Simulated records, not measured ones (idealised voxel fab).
Process module name: voxel wiring stack
Each square cell in cross-section cut measures 5 nm, and the section as a whole is 270 nm wide.
When this document writes out a cross-section, it uses a grid of square cells and lists it as bands, beginning at the top and moving down, with a band standing for one or more rows of cells. Heads up on the band format: heights come first, top then bottom, in nm. After that it's the materials left to right, each with its width in nm. A single material flagged "everywhere" fills the whole band edge to edge, and "empty" means there's empty space there. Basically, 0 is our baseline, since under it the wafer straight out of the box is all one material. The bottom band has no lower end and keeps on going down, so it looks like "0 and below". A two-number width, for instance "30->40", indicates that the width is equal to the first number in the top row of the band and to the second number in the bottom row, and that it changes by a constant amount per row of cells. What does "no alteration" mean for a step? It means no cell of the cross-section changed in that step. "Sealed voids" means: voids of 8 cells or more that are shut off from the top with no open way through. Written width x height at distance, distance from the left edge, in nm. Anything after a step's settings on that line? It's the simulator's own note about the step. overlay nm: where the mask lay relative to plan, measured to the right, on steps with a mask; negatives go left.
### The steps planned for the process are as follows
1 RECEIVE: material Si
2 CONFORMAL_DEP: material SiO2, thk nm 15
3 DIRECTIONAL_DEP: material TiN, thk nm 5
4 DIRECTIONAL_DEP: material Ru, thk nm 20
5 MASKED_ETCH: tone cover, mask id METAL_1, width nm 25, pitch nm 45, etch materials Ru, depth nm 20, overlay nm 0
6 MASKED_ETCH: tone cover, mask id METAL_1, width nm 25, pitch nm 45, etch materials TiN, depth nm 5, overlay nm 0
7 CONFORMAL_DEP: material SiCN, thk nm 5
8 FILL_DEP: material SiO2, thk nm 10
9 CMP: height nm 40
10 CONFORMAL_DEP: material SiCN, thk nm 5
11 DIRECTIONAL_DEP: material lowk, thk nm 30
12 DIRECTIONAL_DEP: material aC, thk nm 10
13 PATTERN: tone open, mask id METAL_2_HOLES, material resist, width nm 15, pitch nm 45, thk nm 25, overlay nm 0
14 DIRECTIONAL_ETCH: etch materials aC, depth nm 10
15 STRIP: etch materials resist
16 DIRECTIONAL_ETCH: etch materials lowk, depth nm 30
17 STRIP: etch materials aC
18 MASKED_ETCH: tone open, mask id METAL_2, width nm 25, pitch nm 45, etch materials lowk, depth nm 15, overlay nm 0
19 MASKED_ETCH: tone open, mask id METAL_2, width nm 25, pitch nm 45, etch materials SiCN, depth nm 5, overlay nm 0
20 CONFORMAL_DEP: material TiN, thk nm 5
21 FILL_DEP: material Ru, thk nm 10
22 CMP: height nm 75
23 CONFORMAL_DEP: material SiCN, thk nm 5
24 DIRECTIONAL_DEP: material lowk, thk nm 10
25 PATTERN: tone open, mask id PLUG_2, material resist, width nm 15, pitch nm 45, thk nm 20, overlay nm 0
26 DIRECTIONAL_ETCH: etch materials lowk, depth nm 10
27 DIRECTIONAL_ETCH: etch materials SiCN, depth nm 5
28 STRIP: etch materials resist
29 EPI: material Ru, thk nm 10
30 EPI: material Ru, thk nm 5
31 DIRECTIONAL_DEP: material TiN, thk nm 5
32 DIRECTIONAL_DEP: material W, thk nm 25
33 MASKED_ETCH: tone cover, mask id METAL_3, width nm 25, pitch nm 45, etch materials W, depth nm 25, overlay nm 0
34 MASKED_ETCH: tone cover, mask id METAL_3, width nm 25, pitch nm 45, etch materials TiN, depth nm 5, overlay nm 0
35 FILL_DEP: material lowk, thk nm 10
36 CMP: height nm 120
37 CONFORMAL_DEP: material SiCN, thk nm 5
### Step 1 complete: cross-section of the wafer as received
  0 and below = Si everywhere
  Sealed voids: none
### Post-module cross-section of the first of two wafers (run per plan)
  125 down to 120 = SiCN everywhere
  120 down to 95 = lowk: 75, W: 25, lowk: 20, W: 25, lowk: 20, W: 25, lowk: 80
  95 down to 90 = lowk: 75, TiN: 25, lowk: 20, TiN: 25, lowk: 20, TiN: 25, lowk: 80
  90 down to 80 = lowk: 75, Ru: 15, lowk: 30, Ru: 15, lowk: 30, Ru: 15, lowk: 90
  80 down to 75 = SiCN: 75, Ru: 15, SiCN: 30, Ru: 15, SiCN: 30, Ru: 15, SiCN: 90
  75 down to 65 = lowk: 75, TiN: 5, Ru: 15, TiN: 5, lowk: 20, TiN: 5, Ru: 15, TiN: 5, lowk: 20, TiN: 5, Ru: 15, TiN: 5, lowk: 80
  65 down to 60 = lowk: 75, TiN: 5, Ru: 5, TiN: 15, lowk: 20, TiN: 5, Ru: 5, TiN: 15, lowk: 20, TiN: 5, Ru: 5, TiN: 15, lowk: 80
  60 down to 45 = lowk: 75, TiN: 5, Ru: 5, TiN: 5, lowk: 30, TiN: 5, Ru: 5, TiN: 5, lowk: 30, TiN: 5, Ru: 5, TiN: 5, lowk: 90
  45 down to 40 = SiCN: 75, TiN: 15, SiCN: 30, TiN: 15, SiCN: 30, TiN: 15, SiCN: 90
  40 down to 20 = SiO2: 70, SiCN: 5, Ru: 25, SiCN: 5, SiO2: 10, SiCN: 5, Ru: 25, SiCN: 5, SiO2: 10, SiCN: 5, Ru: 25, SiCN: 5, SiO2: 75
  20 down to 15 = SiCN: 75, TiN: 25, SiCN: 20, TiN: 25, SiCN: 20, TiN: 25, SiCN: 80
  15 down to 0 = SiO2 everywhere
  0 and below = Si everywhere
  Sealed voids: none
### Here is the second of the two wafers cut open at the end of the module - same start, same plan as the first one, but we made one mistake running it
  120 down to 115 = SiCN everywhere
  115 down to 95 = lowk: 75, W: 25, lowk: 20, W: 25, lowk: 20, W: 25, lowk: 80
  95 down to 90 = lowk: 75, TiN: 25, lowk: 20, TiN: 25, lowk: 20, TiN: 25, lowk: 80
  90 down to 80 = lowk: 75, Ru: 15, lowk: 30, Ru: 15, lowk: 30, Ru: 15, lowk: 90
  80 down to 75 = SiCN: 75, Ru: 15, SiCN: 30, Ru: 15, SiCN: 30, Ru: 15, SiCN: 90
  75 down to 65 = lowk: 75, TiN: 5, Ru: 15, TiN: 5, lowk: 20, TiN: 5, Ru: 15, TiN: 5, lowk: 20, TiN: 5, Ru: 15, TiN: 5, lowk: 80
  65 down to 60 = lowk: 75, TiN: 5, Ru: 5, TiN: 15, lowk: 20, TiN: 5, Ru: 5, TiN: 15, lowk: 20, TiN: 5, Ru: 5, TiN: 15, lowk: 80
  60 down to 45 = lowk: 75, TiN: 5, Ru: 5, TiN: 5, lowk: 30, TiN: 5, Ru: 5, TiN: 5, lowk: 30, TiN: 5, Ru: 5, TiN: 5, lowk: 90
  45 down to 40 = SiCN: 75, TiN: 15, SiCN: 30, TiN: 15, SiCN: 30, TiN: 15, SiCN: 90
  40 down to 20 = SiO2: 70, SiCN: 5, Ru: 25, SiCN: 5, SiO2: 10, SiCN: 5, Ru: 25, SiCN: 5, SiO2: 10, SiCN: 5, Ru: 25, SiCN: 5, SiO2: 75
  20 down to 15 = SiCN: 75, TiN: 25, SiCN: 20, TiN: 25, SiCN: 20, TiN: 25, SiCN: 80
  15 down to 0 = SiO2 everywhere
  0 and below = Si everywhere
  Sealed voids: none
So what did we get wrong on this run? note that step 36 departed from the planned setting and was carried out as CMP: height nm 115
It is noted that, at the conclusion of processing, the second wafer exhibits a higher or lower cell count for certain materials relative to the first: 15 fewer of W | 39 fewer of lowk
